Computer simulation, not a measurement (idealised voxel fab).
voxel capacitor over wiring: a process module
cross-section cut | 200 nm wide | cells 5 nm
Cross-section format: a grid of square cells, given as bands from top to bottom; each band is one or more rows of cells. Within each band entry, the heights of the top and of the bottom of the band appear first, in that order and in nm; the materials of the band then follow from left to right, each with its corresponding width in nm. The designation "edge to edge" on a single material indicates that it fills the band from edge to edge; the designation "air" indicates empty space. All heights in this document are referenced to 0, defined as the level beneath which the wafer, as received, consists entirely of one material. The lowest band is not bounded below; it extends indefinitely downward and is written in the form "top 0, no bottom". Per-row width for "30 to 40": begins at first number (top row of band), ends at second number (bottom row), increment between rows held constant. Given "all unchanged" for a step, no cell of the cross-section differs between before and after that step. In "Enclosed void list" the enclosed voids are listed, meaning empty spaces of 8 cells or larger without any opening to the top. The form is width x height at distance, distance from the left edge, units nm. Text after the settings on a step's line: the simulator's own remark on that step. Each step line may optionally specify "overlay nm", which for a step with a mask gives the rightward distance between the mask's planned place and where it lay, a negative value indicating the leftward direction.

## Below is the list of planned process steps
step 1: RECEIVE,material Si
step 2: CONFORMAL_DEP,material SiO2,thk nm 15
step 3: CONFORMAL_DEP,material SiCN,thk nm 5
step 4: DIRECTIONAL_DEP,material lowk,thk nm 20
step 5: PATTERN,tone open,mask id METAL_1,material resist,width nm 20,pitch nm 70,thk nm 20,overlay nm 0
step 6: DIRECTIONAL_ETCH,etch materials lowk,depth nm 20
step 7: DIRECTIONAL_ETCH,etch materials SiCN,depth nm 5
step 8: STRIP,etch materials resist
step 9: CONFORMAL_DEP,material TiN,thk nm 5
step 10: FILL_DEP,material Cu,thk nm 10
step 11: CMP,height nm 40
step 12: CONFORMAL_DEP,material SiCN,thk nm 5
step 13: DIRECTIONAL_DEP,material lowk,thk nm 10
step 14: PATTERN,tone open,mask id PLUG_1,material resist,width nm 15,thk nm 15,overlay nm 0
step 15: DIRECTIONAL_ETCH,etch materials lowk,depth nm 10
step 16: DIRECTIONAL_ETCH,etch materials SiCN,depth nm 5
step 17: STRIP,etch materials resist
step 18: EPI,material Ru,thk nm 10
step 19: EPI,material Ru,thk nm 5
step 20: DIRECTIONAL_DEP,material TiN,thk nm 5
step 21: DIRECTIONAL_DEP,material SiN,thk nm 5
step 22: DIRECTIONAL_DEP,material TiN,thk nm 5
step 23: DIRECTIONAL_DEP,material aC,thk nm 10
step 24: PATTERN,tone cover,mask id UPPER_PLATE,material resist,width nm 55,thk nm 30,overlay nm 0
step 25: DIRECTIONAL_ETCH,etch materials aC,depth nm 10
step 26: STRIP,etch materials resist
step 27: DIRECTIONAL_ETCH,etch materials TiN,depth nm 5
step 28: DIRECTIONAL_ETCH,etch materials SiN,depth nm 5
step 29: STRIP,etch materials aC
step 30: MASKED_ETCH,tone cover,mask id LOWER_PLATE,width nm 65,etch materials TiN,depth nm 5,overlay nm 0
step 31: FILL_DEP,material SiO2,thk nm 15
step 32: CMP,height nm 80
step 33: PATTERN,tone open,mask id PLUG_2,material resist,width nm 15,thk nm 20,overlay nm 0
step 34: DIRECTIONAL_ETCH,etch materials SiO2,depth nm 10
step 35: STRIP,etch materials resist
step 36: CONFORMAL_DEP,material TiN,thk nm 5
step 37: FILL_DEP,material Cu,thk nm 10
step 38: CMP,height nm 80
step 39: CONFORMAL_DEP,material SiN,thk nm 5

## First of the two wafers, run per plan

## As received (post step 1): cross-section
    top 0, no bottom | Si edge to edge
    Enclosed void list: none

## Sectional view: wafer, after step 2
    top 15, bottom 0 | SiO2 edge to edge
    Under the height 0 nothing was changed.

## Sectional view: wafer, after step 3
    top 20, bottom 15 | SiCN edge to edge
    Under the height 15 nothing was changed.

## Sectional view: wafer, after step 4
    top 40, bottom 20 | lowk edge to edge
    Under the height 20 nothing was changed.

## Sectional view: wafer, after step 5
    top 60, bottom 40 | resist=55; air=20; resist=50; air=20; resist=55
    Under the height 40 nothing was changed.

## Sectional view: wafer, after step 6
    top 60, bottom 40 | resist=55; air=20; resist=50; air=20; resist=55
    top 40, bottom 20 | lowk=55; air=20; lowk=50; air=20; lowk=55
    Under the height 20 nothing was changed.

## Sectional view: wafer, after step 7
    top 60, bottom 40 | resist=55; air=20; resist=50; air=20; resist=55
    top 40, bottom 20 | lowk=55; air=20; lowk=50; air=20; lowk=55
    top 20, bottom 15 | SiCN=55; air=20; SiCN=50; air=20; SiCN=55
    Under the height 15 nothing was changed.

## Sectional view: wafer, after step 8
    top 40, bottom 20 | lowk=55; air=20; lowk=50; air=20; lowk=55
    Under the height 20 nothing was changed.

## Sectional view: wafer, after step 9
    top 45, bottom 40 | TiN=60; air=10; TiN=60; air=10; TiN=60
    top 40, bottom 20 | lowk=55; TiN=5; air=10; TiN=5; lowk=50; TiN=5; air=10; TiN=5; lowk=55
    top 20, bottom 15 | SiCN=55; TiN=20; SiCN=50; TiN=20; SiCN=55
    Under the height 15 nothing was changed.

## Sectional view: wafer, after step 10
    top 55, bottom 45 | Cu edge to edge
    top 45, bottom 40 | TiN=60; Cu=10; TiN=60; Cu=10; TiN=60
    top 40, bottom 20 | lowk=55; TiN=5; Cu=10; TiN=5; lowk=50; TiN=5; Cu=10; TiN=5; lowk=55
    Under the height 20 nothing was changed.

## Sectional view: wafer, after step 11
    top 40, bottom 20 | lowk=55; TiN=5; Cu=10; TiN=5; lowk=50; TiN=5; Cu=10; TiN=5; lowk=55
    Under the height 20 nothing was changed.

## Sectional view: wafer, after step 12
    top 45, bottom 40 | SiCN edge to edge
    Under the height 40 nothing was changed.

## Sectional view: wafer, after step 13
    top 55, bottom 45 | lowk edge to edge
    Under the height 45 nothing was changed.

## Sectional view: wafer, after step 14
    top 70, bottom 55 | resist=60; air=15; resist=125
    Under the height 55 nothing was changed.

## Sectional view: wafer, after step 15
    top 70, bottom 55 | resist=60; air=15; resist=125
    top 55, bottom 45 | lowk=60; air=15; lowk=125
    Under the height 45 nothing was changed.

## Sectional view: wafer, after step 16
    top 70, bottom 55 | resist=60; air=15; resist=125
    top 55, bottom 45 | lowk=60; air=15; lowk=125
    top 45, bottom 40 | SiCN=60; air=15; SiCN=125
    Under the height 40 nothing was changed.

## Sectional view: wafer, after step 17
    top 55, bottom 45 | lowk=60; air=15; lowk=125
    Under the height 45 nothing was changed.

## Sectional view: wafer, after step 18
    top 55, bottom 50 | lowk=60; air=15; lowk=125
    top 50, bottom 45 | lowk=60; Ru=15; lowk=125
    top 45, bottom 40 | SiCN=60; Ru=15; SiCN=125
    Under the height 40 nothing was changed.

## Sectional view: wafer, after step 19
    top 55, bottom 45 | lowk=60; Ru=15; lowk=125
    Under the height 45 nothing was changed.

## Sectional view: wafer, after step 20
    top 60, bottom 55 | TiN edge to edge
    Under the height 55 nothing was changed.

## Sectional view: wafer, after step 21
    top 65, bottom 60 | SiN edge to edge
    Under the height 60 nothing was changed.

## Sectional view: wafer, after step 22
    top 70, bottom 65 | TiN edge to edge
    Under the height 65 nothing was changed.

## Sectional view: wafer, after step 23
    top 80, bottom 70 | aC edge to edge
    Under the height 70 nothing was changed.

## Sectional view: wafer, after step 24
    top 110, bottom 80 | air=60; resist=55; air=85
    Under the height 80 nothing was changed.

## Sectional view: wafer, after step 25
    top 100, bottom 80 | air=60; resist=55; air=85
    top 80, bottom 70 | air=60; aC=55; air=85
    Under the height 70 nothing was changed.

## Sectional view: wafer, after step 26
    top 80, bottom 70 | air=60; aC=55; air=85
    Under the height 70 nothing was changed.

## Sectional view: wafer, after step 27
    top 80, bottom 70 | air=60; aC=55; air=85
    top 70, bottom 65 | air=60; TiN=55; air=85
    Under the height 65 nothing was changed.

## Sectional view: wafer, after step 28
    top 80, bottom 70 | air=60; aC=55; air=85
    top 70, bottom 65 | air=60; TiN=55; air=85
    top 65, bottom 60 | air=60; SiN=55; air=85
    Under the height 60 nothing was changed.

## Sectional view: wafer, after step 29
    top 70, bottom 65 | air=60; TiN=55; air=85
    Under the height 65 nothing was changed.

## Sectional view: wafer, after step 30
    top 70, bottom 65 | air=60; TiN=55; air=85
    top 65, bottom 60 | air=60; SiN=55; air=85
    top 60, bottom 55 | air=55; TiN=65; air=80
    Under the height 55 nothing was changed.

## Sectional view: wafer, after step 31
    top 85, bottom 70 | SiO2 edge to edge
    top 70, bottom 65 | SiO2=60; TiN=55; SiO2=85
    top 65, bottom 60 | SiO2=60; SiN=55; SiO2=85
    top 60, bottom 55 | SiO2=55; TiN=65; SiO2=80
    Under the height 55 nothing was changed.

## Sectional view: wafer, after step 32
    top 80, bottom 70 | SiO2 edge to edge
    Under the height 70 nothing was changed.

## Sectional view: wafer, after step 33
    top 100, bottom 80 | resist=70; air=15; resist=115
    Under the height 80 nothing was changed.

## Sectional view: wafer, after step 34
    top 100, bottom 80 | resist=70; air=15; resist=115
    top 80, bottom 70 | SiO2=70; air=15; SiO2=115
    Under the height 70 nothing was changed.

## Sectional view: wafer, after step 35
    top 80, bottom 70 | SiO2=70; air=15; SiO2=115
    Under the height 70 nothing was changed.

## Sectional view: wafer, after step 36
    top 85, bottom 80 | TiN=75; air=5; TiN=120
    top 80, bottom 75 | SiO2=70; TiN=5; air=5; TiN=5; SiO2=115
    top 75, bottom 65 | SiO2=70 to 60; TiN=15 to 55; SiO2=115 to 85
    Under the height 65 nothing was changed.

## Sectional view: wafer, after step 37
    top 95, bottom 85 | Cu edge to edge
    top 85, bottom 80 | TiN=75; Cu=5; TiN=120
    top 80, bottom 75 | SiO2=70; TiN=5; Cu=5; TiN=5; SiO2=115
    Under the height 75 nothing was changed.

## Sectional view: wafer, after step 38
    top 80, bottom 75 | SiO2=70; TiN=5; Cu=5; TiN=5; SiO2=115
    Under the height 75 nothing was changed.

## Sectional view: wafer, after step 39
    top 85, bottom 80 | SiN edge to edge
    Under the height 80 nothing was changed.

## Wafer two. Same start, same plan, one slip in execution. Same as wafer one through step 1, inclusive

## Second wafer, sectioned view, at step 2's planned end time
    top 20, bottom 0 | SiO2 edge to edge
    Under the height 0 nothing was changed.

## Second wafer, sectioned view, at step 3's planned end time
    top 25, bottom 20 | SiCN edge to edge
    Under the height 20 nothing was changed.

## Second wafer, sectioned view, at step 4's planned end time
    top 45, bottom 25 | lowk edge to edge
    Under the height 25 nothing was changed.

## Second wafer, sectioned view, at step 5's planned end time
    top 65, bottom 45 | resist=55; air=20; resist=50; air=20; resist=55
    Under the height 45 nothing was changed.

## Second wafer, sectioned view, at step 6's planned end time
    top 65, bottom 45 | resist=55; air=20; resist=50; air=20; resist=55
    top 45, bottom 25 | lowk=55; air=20; lowk=50; air=20; lowk=55
    Under the height 25 nothing was changed.

## Second wafer, sectioned view, at step 7's planned end time
    top 65, bottom 45 | resist=55; air=20; resist=50; air=20; resist=55
    top 45, bottom 25 | lowk=55; air=20; lowk=50; air=20; lowk=55
    top 25, bottom 20 | SiCN=55; air=20; SiCN=50; air=20; SiCN=55
    Under the height 20 nothing was changed.

## Second wafer, sectioned view, at step 8's planned end time
    top 45, bottom 25 | lowk=55; air=20; lowk=50; air=20; lowk=55
    Under the height 25 nothing was changed.

## Second wafer, sectioned view, at step 9's planned end time
    top 50, bottom 45 | TiN=60; air=10; TiN=60; air=10; TiN=60
    top 45, bottom 25 | lowk=55; TiN=5; air=10; TiN=5; lowk=50; TiN=5; air=10; TiN=5; lowk=55
    top 25, bottom 20 | SiCN=55; TiN=20; SiCN=50; TiN=20; SiCN=55
    Under the height 20 nothing was changed.

## Second wafer, sectioned view, at step 10's planned end time
    top 60, bottom 50 | Cu edge to edge
    top 50, bottom 45 | TiN=60; Cu=10; TiN=60; Cu=10; TiN=60
    top 45, bottom 25 | lowk=55; TiN=5; Cu=10; TiN=5; lowk=50; TiN=5; Cu=10; TiN=5; lowk=55
    Under the height 25 nothing was changed.

## Second wafer, sectioned view, at step 11's planned end time
    top 40, bottom 25 | lowk=55; TiN=5; Cu=10; TiN=5; lowk=50; TiN=5; Cu=10; TiN=5; lowk=55
    Under the height 25 nothing was changed.

## Second wafer, sectioned view, at step 12's planned end time
    top 45, bottom 40 | SiCN edge to edge
    Under the height 40 nothing was changed.

## Second wafer, sectioned view, at step 13's planned end time
    top 55, bottom 45 | lowk edge to edge
    Under the height 45 nothing was changed.

## Second wafer, sectioned view, at step 14's planned end time
    top 70, bottom 55 | resist=60; air=15; resist=125
    Under the height 55 nothing was changed.

## Second wafer, sectioned view, at step 15's planned end time
    top 70, bottom 55 | resist=60; air=15; resist=125
    top 55, bottom 45 | lowk=60; air=15; lowk=125
    Under the height 45 nothing was changed.

## Second wafer, sectioned view, at step 16's planned end time
    top 70, bottom 55 | resist=60; air=15; resist=125
    top 55, bottom 45 | lowk=60; air=15; lowk=125
    top 45, bottom 40 | SiCN=60; air=15; SiCN=125
    Under the height 40 nothing was changed.

## Second wafer, sectioned view, at step 17's planned end time
    top 55, bottom 45 | lowk=60; air=15; lowk=125
    Under the height 45 nothing was changed.

## Second wafer, sectioned view, at step 18's planned end time
    top 55, bottom 50 | lowk=60; air=15; lowk=125
    top 50, bottom 45 | lowk=60; Ru=15; lowk=125
    top 45, bottom 40 | SiCN=60; Ru=15; SiCN=125
    Under the height 40 nothing was changed.

## Second wafer, sectioned view, at step 19's planned end time
    top 55, bottom 45 | lowk=60; Ru=15; lowk=125
    Under the height 45 nothing was changed.

## Second wafer, sectioned view, at step 20's planned end time
    top 60, bottom 55 | TiN edge to edge
    Under the height 55 nothing was changed.

## Second wafer, sectioned view, at step 21's planned end time
    top 65, bottom 60 | SiN edge to edge
    Under the height 60 nothing was changed.

## Second wafer, sectioned view, at step 22's planned end time
    top 70, bottom 65 | TiN edge to edge
    Under the height 65 nothing was changed.

## Second wafer, sectioned view, at step 23's planned end time
    top 80, bottom 70 | aC edge to edge
    Under the height 70 nothing was changed.

## Second wafer, sectioned view, at step 24's planned end time
    top 110, bottom 80 | air=60; resist=55; air=85
    Under the height 80 nothing was changed.

## Second wafer, sectioned view, at step 25's planned end time
    top 100, bottom 80 | air=60; resist=55; air=85
    top 80, bottom 70 | air=60; aC=55; air=85
    Under the height 70 nothing was changed.

## Second wafer, sectioned view, at step 26's planned end time
    top 80, bottom 70 | air=60; aC=55; air=85
    Under the height 70 nothing was changed.

## Second wafer, sectioned view, at step 27's planned end time
    top 80, bottom 70 | air=60; aC=55; air=85
    top 70, bottom 65 | air=60; TiN=55; air=85
    Under the height 65 nothing was changed.

## Second wafer, sectioned view, at step 28's planned end time
    top 80, bottom 70 | air=60; aC=55; air=85
    top 70, bottom 65 | air=60; TiN=55; air=85
    top 65, bottom 60 | air=60; SiN=55; air=85
    Under the height 60 nothing was changed.

## Second wafer, sectioned view, at step 29's planned end time
    top 70, bottom 65 | air=60; TiN=55; air=85
    Under the height 65 nothing was changed.

## Second wafer, sectioned view, at step 30's planned end time
    top 70, bottom 65 | air=60; TiN=55; air=85
    top 65, bottom 60 | air=60; SiN=55; air=85
    top 60, bottom 55 | air=55; TiN=65; air=80
    Under the height 55 nothing was changed.

## Second wafer, sectioned view, at step 31's planned end time
    top 85, bottom 70 | SiO2 edge to edge
    top 70, bottom 65 | SiO2=60; TiN=55; SiO2=85
    top 65, bottom 60 | SiO2=60; SiN=55; SiO2=85
    top 60, bottom 55 | SiO2=55; TiN=65; SiO2=80
    Under the height 55 nothing was changed.

## Second wafer, sectioned view, at step 32's planned end time
    top 80, bottom 70 | SiO2 edge to edge
    Under the height 70 nothing was changed.

## Second wafer, sectioned view, at step 33's planned end time
    top 100, bottom 80 | resist=70; air=15; resist=115
    Under the height 80 nothing was changed.

## Second wafer, sectioned view, at step 34's planned end time
    top 100, bottom 80 | resist=70; air=15; resist=115
    top 80, bottom 70 | SiO2=70; air=15; SiO2=115
    Under the height 70 nothing was changed.

## Second wafer, sectioned view, at step 35's planned end time
    top 80, bottom 70 | SiO2=70; air=15; SiO2=115
    Under the height 70 nothing was changed.

## Second wafer, sectioned view, at step 36's planned end time
    top 85, bottom 80 | TiN=75; air=5; TiN=120
    top 80, bottom 75 | SiO2=70; TiN=5; air=5; TiN=5; SiO2=115
    top 75, bottom 65 | SiO2=70 to 60; TiN=15 to 55; SiO2=115 to 85
    Under the height 65 nothing was changed.

## Second wafer, sectioned view, at step 37's planned end time
    top 95, bottom 85 | Cu edge to edge
    top 85, bottom 80 | TiN=75; Cu=5; TiN=120
    top 80, bottom 75 | SiO2=70; TiN=5; Cu=5; TiN=5; SiO2=115
    Under the height 75 nothing was changed.

## Second wafer, sectioned view, at step 38's planned end time
    top 80, bottom 75 | SiO2=70; TiN=5; Cu=5; TiN=5; SiO2=115
    Under the height 75 nothing was changed.

## Second wafer, sectioned view, at step 39's planned end time
    top 85, bottom 80 | SiN edge to edge
    Under the height 80 nothing was changed.
What went wrong in running the wafer? it should be noted that step 2 was executed with settings other than those planned, the operation and settings actually applied being CONFORMAL_DEP,material SiO2,thk nm 20
Final difference in cells, second wafer against first, listed per material as more or fewer: Cu -4, SiO2 +40, TiN -4, lowk -32
